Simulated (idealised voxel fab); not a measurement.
process module | voxel capacitor over wiring
Cross-sectional view cut (width: 275 nm; square cell size: 5 nm).
Bands, listed from the top down, are how a cross-section gets written in this document; the cross-section itself is a grid of square cells, and a band is one or more rows of them.
Heights first: top, then bottom, in nm. Then materials, left to right, each with a width in nm. "throughout" on a single material: fills the band edge to edge. "air": empty space.
All heights in this document are referenced to 0, defined as the level beneath which the wafer, as received, consists entirely of one material. The lowest band is not bounded below; it extends indefinitely downward and is written in the form "from 0 down".
A width given as "30..40" starts at the first number in the band's top row and ends at the second number in its bottom row, shifting by an equal amount at every step from row to row.
The cross-section has no changed cell in any step marked "nothing was modified".
"Catalogued sealed voids" means: voids of 8 cells or more that are shut off from the top with no open way through. Written width x height at distance, distance from the left edge, in nm.
Anything after a step's settings on that line? It's the simulator's own note about the step.
"overlay nm", when on a step's line for a step with a mask, measures how far to the right of its planned place the mask lay; a negative measure means to the left.
Listed below are the process steps as planned:
1,RECEIVE [material Si]
2,CONFORMAL_DEP [material SiO2] [thk nm 15]
3,DIRECTIONAL_DEP [material TiN] [thk nm 5]
4,DIRECTIONAL_DEP [material W] [thk nm 15]
5,MASKED_ETCH [tone cover] [mask id METAL_1] [width nm 30] [pitch nm 100] [etch materials W] [depth nm 15] [overlay nm 0]
6,MASKED_ETCH [tone cover] [mask id METAL_1] [width nm 30] [pitch nm 100] [etch materials TiN] [depth nm 5] [overlay nm 0]
7,FILL_DEP [material SiO2] [thk nm 10]
8,CMP [height nm 35]
9,CONFORMAL_DEP [material SiCN] [thk nm 5]
10,DIRECTIONAL_DEP [material lowk] [thk nm 10]
11,PATTERN [tone open] [mask id PLUG_1] [material resist] [width nm 15] [thk nm 15] [overlay nm 0]
12,DIRECTIONAL_ETCH [etch materials lowk] [depth nm 10]
13,DIRECTIONAL_ETCH [etch materials SiCN] [depth nm 5]
14,STRIP [etch materials resist]
15,EPI [material Ru] [thk nm 10]
16,EPI [material Ru] [thk nm 5]
17,DIRECTIONAL_DEP [material TiN] [thk nm 10]
18,DIRECTIONAL_DEP [material SiN] [thk nm 5]
19,DIRECTIONAL_DEP [material TiN] [thk nm 5]
20,DIRECTIONAL_DEP [material aC] [thk nm 10]
21,PATTERN [tone cover] [mask id UPPER_PLATE] [material resist] [width nm 75] [thk nm 25] [overlay nm 0]
22,DIRECTIONAL_ETCH [etch materials aC] [depth nm 10]
23,STRIP [etch materials resist]
24,DIRECTIONAL_ETCH [etch materials TiN] [depth nm 5]
25,DIRECTIONAL_ETCH [etch materials SiN] [depth nm 5]
26,STRIP [etch materials aC]
27,MASKED_ETCH [tone cover] [mask id LOWER_PLATE] [width nm 85] [etch materials TiN] [depth nm 10] [overlay nm 0]
28,FILL_DEP [material SiO2] [thk nm 20]
29,CMP [height nm 85]
30,MASKED_ETCH [tone open] [mask id PLUG_2] [width nm 15] [etch materials SiO2] [depth nm 15] [overlay nm 0]
31,CONFORMAL_DEP [material TiN] [thk nm 5]
32,FILL_DEP [material Ru] [thk nm 5]
33,CMP [height nm 85]
34,CONFORMAL_DEP [material SiN] [thk nm 5]
Wafer as received: cross-section following step 1:
	from 0 down: Si throughout
	Catalogued sealed voids: none
Cross-sectional view of the first of the two wafers upon completion of the module, processed in accordance with the plan:
	from 90 to 85: SiN throughout
	from 85 to 75: 95 of SiO2, 5 of TiN, 5 of Ru, 5 of TiN, 165 of SiO2
	from 75 to 65: 95..85 of SiO2, 15..75 of TiN, 165..115 of SiO2
	from 65 to 60: 85 of SiO2, 75 of SiN, 115 of SiO2
	from 60 to 50: 80 of SiO2, 85 of TiN, 110 of SiO2
	from 50 to 40: 85 of lowk, 15 of Ru, 175 of lowk
	from 40 to 35: 85 of SiCN, 15 of Ru, 175 of SiCN
	from 35 to 20: 70 of SiO2, 30 of W, 70 of SiO2, 30 of W, 75 of SiO2
	from 20 to 15: 70 of SiO2, 30 of TiN, 70 of SiO2, 30 of TiN, 75 of SiO2
	from 15 to 0: SiO2 throughout
	from 0 down: Si throughout
	Catalogued sealed voids: none
Cross-section, second wafer: same start as the first, same plan as the first, one mistake in running it; taken at the end of the module:
	from 90 to 85: SiN throughout
	from 85 to 75: 95 of SiO2, 5 of TiN, 5 of Ru, 5 of TiN, 165 of SiO2
	from 75 to 65: 95..85 of SiO2, 15..75 of TiN, 165..115 of SiO2
	from 65 to 60: 85 of SiO2, 75 of SiN, 115 of SiO2
	from 60 to 50: 80 of SiO2, 85 of TiN, 110 of SiO2
	from 50 to 40: 85 of lowk, 15 of Ru, 175 of lowk
	from 40 to 35: 85 of SiCN, 15 of Ru, 175 of SiCN
	from 35 to 20: 70 of SiO2, 30 of W, 70 of SiO2, 30 of W, 75 of SiO2
	from 20 to 15: 65 of SiO2, 40 of TiN, 60 of SiO2, 40 of TiN, 70 of SiO2
	from 15 to 0: SiO2 throughout
	from 0 down: Si throughout
	Catalogued sealed voids: none
Heads up, the wafer didn't run the way we planned it: step 6 off recipe, ran as MASKED_ETCH [tone cover] [mask id METAL_1] [width nm 40] [pitch nm 100] [etch materials TiN] [depth nm 5] [overlay nm 0]
Final tally in cells, some materials are higher or lower on the second wafer than on the first: SiO2 -4 | TiN +4
